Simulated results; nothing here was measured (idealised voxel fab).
Process module name: voxel transistor to metal
Xsec cut, 210 nm wide, square cell size 5 nm.
This document writes a cross-section as a grid whose cells are square, and gives it as bands, listed from the top down; one or more rows of cells form a band.
Within each band entry, the heights of the top and of the bottom of the band appear first, in that order and in nm; the materials of the band then follow from left to right, each with its corresponding width in nm. The designation "all across" on a single material indicates that it fills the band from edge to edge; the designation "empty" indicates empty space.
Height datum 0, below which the as-received substrate wafer is one material. Lowest band open at the bottom, running downward: "0 and below".
A width given as "30 to 40" starts at the first number in the band's top row and ends at the second number in its bottom row, shifting by an equal amount at every step from row to row.
Step marked "remained unchanged"? Then no cell in the cross-section changed in it.
Entry "Enclosed voids". Content: empty spaces with no open connection to the top, size 8 cells or greater. Each: width x height at distance. Distance: from left edge. Unit: nm.
That trailing text on a step's line, after the settings, is the simulator's own remark on the step.
The setting "overlay nm" may be written on the line of a step. When the step uses a mask, the value reports how far to the right of the planned place the mask lay, and a negative value reports that it lay to the left.

# Process steps foreseen in the plan
1: RECEIVE | material Si
2: CONFORMAL_DEP | material SiO2 | thk nm 5
3: CONFORMAL_DEP | material SiN | thk nm 10
4: DIRECTIONAL_DEP | material aC | thk nm 10
5: PATTERN | tone cover | mask id ACTIVE | material resist | width nm 135 | thk nm 30 | overlay nm 0
6: DIRECTIONAL_ETCH | etch materials aC | depth nm 10
7: STRIP | etch materials resist
8: DIRECTIONAL_ETCH | etch materials SiN | depth nm 10
9: DIRECTIONAL_ETCH | etch materials SiO2 | depth nm 5
10: DIRECTIONAL_ETCH | etch materials Si | depth nm 25
11: STRIP | etch materials aC
12: OXIDIZE | depth nm 5
13: FILL_DEP | material SiO2 | thk nm 15
14: CMP | height nm 15
15: SELECTIVE_ETCH | etch materials SiO2 | depth nm 5
16: STRIP | etch materials SiN
17: SELECTIVE_ETCH | etch materials SiO2 | depth nm 5
18: OXIDIZE | depth nm 5
19: DIRECTIONAL_DEP | material polySi | thk nm 20
20: DIRECTIONAL_DEP | material SiCN | thk nm 15
21: DIRECTIONAL_DEP | material aC | thk nm 10
22: PATTERN | tone cover | mask id GATE | material resist | width nm 35 | thk nm 25 | overlay nm 0
23: DIRECTIONAL_ETCH | etch materials aC | depth nm 10
24: STRIP | etch materials resist
25: DIRECTIONAL_ETCH | etch materials SiCN | depth nm 25
26: DIRECTIONAL_ETCH | etch materials polySi | depth nm 30
27: STRIP | etch materials aC
28: CONFORMAL_DEP | material SiO2 | thk nm 5
29: DIRECTIONAL_ETCH | etch materials SiO2 | depth nm 5
30: CONFORMAL_DEP | material SiN | thk nm 5
31: DIRECTIONAL_ETCH | etch materials SiN | depth nm 5
32: DIRECTIONAL_ETCH | etch materials SiO2 | depth nm 5
33: EPI | material pSi | thk nm 5
34: FILL_DEP | material SiO2 | thk nm 10
35: CMP | height nm 20
36: STRIP | etch materials polySi
37: SELECTIVE_ETCH | etch materials SiO2 | depth nm 5
38: CONFORMAL_DEP | material HfO2 | thk nm 5
39: CONFORMAL_DEP | material TiN | thk nm 5
40: FILL_DEP | material W | thk nm 10
41: CMP | height nm 15
42: DIRECTIONAL_DEP | material SiO2 | thk nm 15
43: MASKED_ETCH | tone open | mask id CONTACT | width nm 20 | pitch nm 95 | etch materials SiO2 | depth nm 30 | overlay nm 0
44: CONFORMAL_DEP | material TiN | thk nm 5
45: FILL_DEP | material W | thk nm 10
46: CMP | height nm 30
47: CONFORMAL_DEP | material SiN | thk nm 5
48: DIRECTIONAL_DEP | material SiO2 | thk nm 15
49: PATTERN | tone open | mask id METAL_1 | material resist | width nm 20 | pitch nm 95 | thk nm 20 | overlay nm 0
50: DIRECTIONAL_ETCH | etch materials SiO2 | depth nm 15
51: DIRECTIONAL_ETCH | etch materials SiN | depth nm 5
52: STRIP | etch materials resist
53: CONFORMAL_DEP | material TiN | thk nm 5
54: FILL_DEP | material Cu | thk nm 10
55: CMP | height nm 50
56: EPI | material Ru | thk nm 5
57: FILL_DEP | material SiCN | thk nm 5

# Here's what the wafer looked like in cross-section when it arrived - that's after step 1
	0 and below | Si all across
	Enclosed voids: none

# Result of the module, cross-sectioned: start per above, plan per above, one error in how it was run
	60 down to 55 | SiCN all across
	55 down to 50 | 40 nm SiCN  30 nm Ru  65 nm SiCN  30 nm Ru  45 nm SiCN
	50 down to 35 | 45 nm SiO2  5 nm TiN  10 nm Cu  5 nm TiN  75 nm SiO2  5 nm TiN  10 nm Cu  5 nm TiN  50 nm SiO2
	35 down to 30 | 45 nm SiN  20 nm TiN  75 nm SiN  20 nm TiN  50 nm SiN
	30 down to 15 | 45 nm SiO2  5 nm TiN  10 nm W  5 nm TiN  75 nm SiO2  5 nm TiN  10 nm W  5 nm TiN  50 nm SiO2
	15 down to 5 | 45 nm SiO2  5 nm TiN  10 nm W  5 nm TiN  5 nm SiN  5 nm HfO2  5 nm TiN  25 nm W  5 nm TiN  5 nm HfO2  5 nm SiN  20 nm SiO2  5 nm TiN  10 nm W  5 nm TiN  50 nm SiO2
	5 down to 0 | 35 nm SiO2  5 nm SiN  5 nm SiO2  20 nm TiN  5 nm SiN  5 nm HfO2  35 nm TiN  5 nm HfO2  5 nm SiN  20 nm SiO2  20 nm TiN  5 nm SiO2  5 nm SiN  40 nm SiO2
	0 down to -5 | 40 nm SiO2  25 nm pSi  5 nm SiO2  45 nm HfO2  5 nm SiO2  45 nm pSi  45 nm SiO2
	-5 down to -30 | 40 nm SiO2  125 nm Si  45 nm SiO2
	-30 and below | Si all across
	Enclosed voids: none
The mistake made against the process plan was this: step 22 did not use the planned setting and instead ran as PATTERN | tone cover | mask id GATE | material resist | width nm 35 | thk nm 25 | overlay nm -10
